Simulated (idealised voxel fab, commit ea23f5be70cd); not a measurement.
Name of the process module below: voxel air gaps
Cross-sectional view cut (width: 155 nm; square cell size: 5 nm).
Cross-section = grid of square cells, listed top down in bands; band = one or more rows.
In this notation a band is specified by the heights of its top and bottom, in that order and in nm, after which its materials appear from left to right, each paired with its width in nm. The word "all across" attached to a single material means that material fills the band from edge to edge; the word "empty" stands for empty space.
Height reference: 0 = level under which incoming wafer is all one material. Lowest band: no bottom, runs on downward, e.g. "from 0 down".
Width spec "30..40" -> top row of cells at first value, bottom row at second value, equal per-row change in between.
"no modifications" -> step changed no cross-section cell.
Enclosed cavities: empty space of 8 cells or more with no open way to the top, each as width x height at its distance from the left edge, in nm
Where a step's line continues beyond its settings, the continuation is a remark by the simulator itself on that step.
A step's line can hold "overlay nm"; with a mask on that step, the setting says how far right of the planned place the mask lay, while a negative setting says it lay to the left.
## List of planned process steps
1,RECEIVE with material Si
2,CONFORMAL_DEP with material SiO2, thk nm 15
3,CONFORMAL_DEP with material SiCN, thk nm 5
4,DIRECTIONAL_DEP with material lowk, thk nm 40
5,PATTERN with tone open, mask id LINES, material resist, width nm 15, pitch nm 40, thk nm 20, overlay nm 0
6,DIRECTIONAL_ETCH with etch materials lowk, depth nm 40
7,STRIP with etch materials resist
8,CONFORMAL_DEP with material TiN, thk nm 5
9,FILL_DEP with material W, thk nm 10
10,CMP with height nm 60
11,EPI with material Ru, thk nm 10
12,SELECTIVE_ETCH with etch materials lowk, depth nm 50
13,CONFORMAL_DEP with material SiCN, thk nm 5
## first wafer, as planned
## The cross-section here shows the wafer as received, i.e. in its state after step 1
    from 0 down | Si all across
    Enclosed cavities: none
## Wafer xsec, post step 2
    from 15 to 0 | SiO2 all across
    Under 0: no change, same as before.
## Wafer xsec, post step 3
    from 20 to 15 | SiCN all across
    Under 15: no change, same as before.
## Wafer xsec, post step 4
    from 60 to 20 | lowk all across
    Under 20: no change, same as before.
## Wafer xsec, post step 5
    from 80 to 60 | resist: 30; empty: 15; resist: 25; empty: 15; resist: 25; empty: 15; resist: 30
    Under 60: no change, same as before.
## Wafer xsec, post step 6
    from 80 to 60 | resist: 30; empty: 15; resist: 25; empty: 15; resist: 25; empty: 15; resist: 30
    from 60 to 20 | lowk: 30; empty: 15; lowk: 25; empty: 15; lowk: 25; empty: 15; lowk: 30
    Under 20: no change, same as before.
## Wafer xsec, post step 7
    from 60 to 20 | lowk: 30; empty: 15; lowk: 25; empty: 15; lowk: 25; empty: 15; lowk: 30
    Under 20: no change, same as before.
## Wafer xsec, post step 8
    from 65 to 60 | TiN: 35; empty: 5; TiN: 35; empty: 5; TiN: 35; empty: 5; TiN: 35
    from 60 to 25 | lowk: 30; TiN: 5; empty: 5; TiN: 5; lowk: 25; TiN: 5; empty: 5; TiN: 5; lowk: 25; TiN: 5; empty: 5; TiN: 5; lowk: 30
    from 25 to 20 | lowk: 30; TiN: 15; lowk: 25; TiN: 15; lowk: 25; TiN: 15; lowk: 30
    Under 20: no change, same as before.
## Wafer xsec, post step 9
    from 75 to 65 | W all across
    from 65 to 60 | TiN: 35; W: 5; TiN: 35; W: 5; TiN: 35; W: 5; TiN: 35
    from 60 to 25 | lowk: 30; TiN: 5; W: 5; TiN: 5; lowk: 25; TiN: 5; W: 5; TiN: 5; lowk: 25; TiN: 5; W: 5; TiN: 5; lowk: 30
    Under 25: no change, same as before.
## Wafer xsec, post step 10
    from 60 to 25 | lowk: 30; TiN: 5; W: 5; TiN: 5; lowk: 25; TiN: 5; W: 5; TiN: 5; lowk: 25; TiN: 5; W: 5; TiN: 5; lowk: 30
    Under 25: no change, same as before.
## Wafer xsec, post step 11
    from 70 to 60 | empty: 20; Ru: 35; empty: 5; Ru: 35; empty: 5; Ru: 35; empty: 20
    Under 60: no change, same as before.
## Wafer xsec, post step 12
    from 70 to 60 | empty: 20; Ru: 35; empty: 5; Ru: 35; empty: 5; Ru: 35; empty: 20
    from 60 to 25 | empty: 30; TiN: 5; W: 5; TiN: 5; empty: 25; TiN: 5; W: 5; TiN: 5; empty: 25; TiN: 5; W: 5; TiN: 5; empty: 30
    from 25 to 20 | empty: 30; TiN: 15; empty: 25; TiN: 15; empty: 25; TiN: 15; empty: 30
    Under 20: no change, same as before.
## Wafer xsec, post step 13
    from 75 to 70 | empty: 15; SiCN: 125; empty: 15
    from 70 to 60 | empty: 15; SiCN: 5; Ru: 35; SiCN: 5; Ru: 35; SiCN: 5; Ru: 35; SiCN: 5; empty: 15
    from 60 to 55 | empty: 15; SiCN: 15; TiN: 5; W: 5; TiN: 5; SiCN: 25; TiN: 5; W: 5; TiN: 5; SiCN: 25; TiN: 5; W: 5; TiN: 5; SiCN: 15; empty: 15
    from 55 to 25 | empty: 25; SiCN: 5; TiN: 5; W: 5; TiN: 5; SiCN: 5; empty: 15; SiCN: 5; TiN: 5; W: 5; TiN: 5; SiCN: 5; empty: 15; SiCN: 5; TiN: 5; W: 5; TiN: 5; SiCN: 5; empty: 25
    from 25 to 20 | SiCN: 30; TiN: 15; SiCN: 25; TiN: 15; SiCN: 25; TiN: 15; SiCN: 30
    Under 20: no change, same as before.
    Enclosed cavities: 15 x 30 at 50; 15 x 30 at 90
## It is to be noted that the second wafer proceeded from the same initial state and according to the same plan as the first, although one mistake was committed in its execution; through step 4, inclusive, the two wafers share an identical history
## Second wafer, section view, time point: scheduled end of step 5
    from 80 to 60 | resist: 25; empty: 25; resist: 15; empty: 25; resist: 15; empty: 25; resist: 25
    Under 60: no change, same as before.
## Second wafer, section view, time point: scheduled end of step 6
    from 80 to 60 | resist: 25; empty: 25; resist: 15; empty: 25; resist: 15; empty: 25; resist: 25
    from 60 to 20 | lowk: 25; empty: 25; lowk: 15; empty: 25; lowk: 15; empty: 25; lowk: 25
    Under 20: no change, same as before.
## Second wafer, section view, time point: scheduled end of step 7
    from 60 to 20 | lowk: 25; empty: 25; lowk: 15; empty: 25; lowk: 15; empty: 25; lowk: 25
    Under 20: no change, same as before.
## Second wafer, section view, time point: scheduled end of step 8
    from 65 to 60 | TiN: 30; empty: 15; TiN: 25; empty: 15; TiN: 25; empty: 15; TiN: 30
    from 60 to 25 | lowk: 25; TiN: 5; empty: 15; TiN: 5; lowk: 15; TiN: 5; empty: 15; TiN: 5; lowk: 15; TiN: 5; empty: 15; TiN: 5; lowk: 25
    from 25 to 20 | lowk: 25; TiN: 25; lowk: 15; TiN: 25; lowk: 15; TiN: 25; lowk: 25
    Under 20: no change, same as before.
## Second wafer, section view, time point: scheduled end of step 9
    from 75 to 65 | W all across
    from 65 to 60 | TiN: 30; W: 15; TiN: 25; W: 15; TiN: 25; W: 15; TiN: 30
    from 60 to 25 | lowk: 25; TiN: 5; W: 15; TiN: 5; lowk: 15; TiN: 5; W: 15; TiN: 5; lowk: 15; TiN: 5; W: 15; TiN: 5; lowk: 25
    Under 25: no change, same as before.
## Second wafer, section view, time point: scheduled end of step 10
    from 60 to 25 | lowk: 25; TiN: 5; W: 15; TiN: 5; lowk: 15; TiN: 5; W: 15; TiN: 5; lowk: 15; TiN: 5; W: 15; TiN: 5; lowk: 25
    Under 25: no change, same as before.
## Second wafer, section view, time point: scheduled end of step 11
    from 70 to 60 | empty: 15; Ru: 125; empty: 15
    Under 60: no change, same as before.
## Second wafer, section view, time point: scheduled end of step 12
    from 70 to 60 | empty: 15; Ru: 125; empty: 15
    from 60 to 25 | empty: 25; TiN: 5; W: 15; TiN: 5; lowk: 15; TiN: 5; W: 15; TiN: 5; lowk: 15; TiN: 5; W: 15; TiN: 5; empty: 25
    from 25 to 20 | empty: 25; TiN: 25; lowk: 15; TiN: 25; lowk: 15; TiN: 25; empty: 25
    Under 20: no change, same as before.
## Second wafer, section view, time point: scheduled end of step 13
    from 75 to 70 | empty: 10; SiCN: 135; empty: 10
    from 70 to 60 | empty: 10; SiCN: 5; Ru: 125; SiCN: 5; empty: 10
    from 60 to 55 | empty: 10; SiCN: 15; TiN: 5; W: 15; TiN: 5; lowk: 15; TiN: 5; W: 15; TiN: 5; lowk: 15; TiN: 5; W: 15; TiN: 5; SiCN: 15; empty: 10
    from 55 to 25 | empty: 20; SiCN: 5; TiN: 5; W: 15; TiN: 5; lowk: 15; TiN: 5; W: 15; TiN: 5; lowk: 15; TiN: 5; W: 15; TiN: 5; SiCN: 5; empty: 20
    from 25 to 20 | SiCN: 25; TiN: 25; lowk: 15; TiN: 25; lowk: 15; TiN: 25; SiCN: 25
    Under 20: no change, same as before.
what went wrong: step 5 was processed under conditions differing from the plan, specifically as PATTERN with tone open, mask id LINES, material resist, width nm 25, pitch nm 40, thk nm 20, overlay nm 0
Final wafer comparison in cells, second versus first, more or fewer per material: +8 Ru; -48 SiCN; +6 TiN; +42 W; +48 lowk
Note - end result: 2 closed voids (first wafer), 0 closed voids (second wafer).
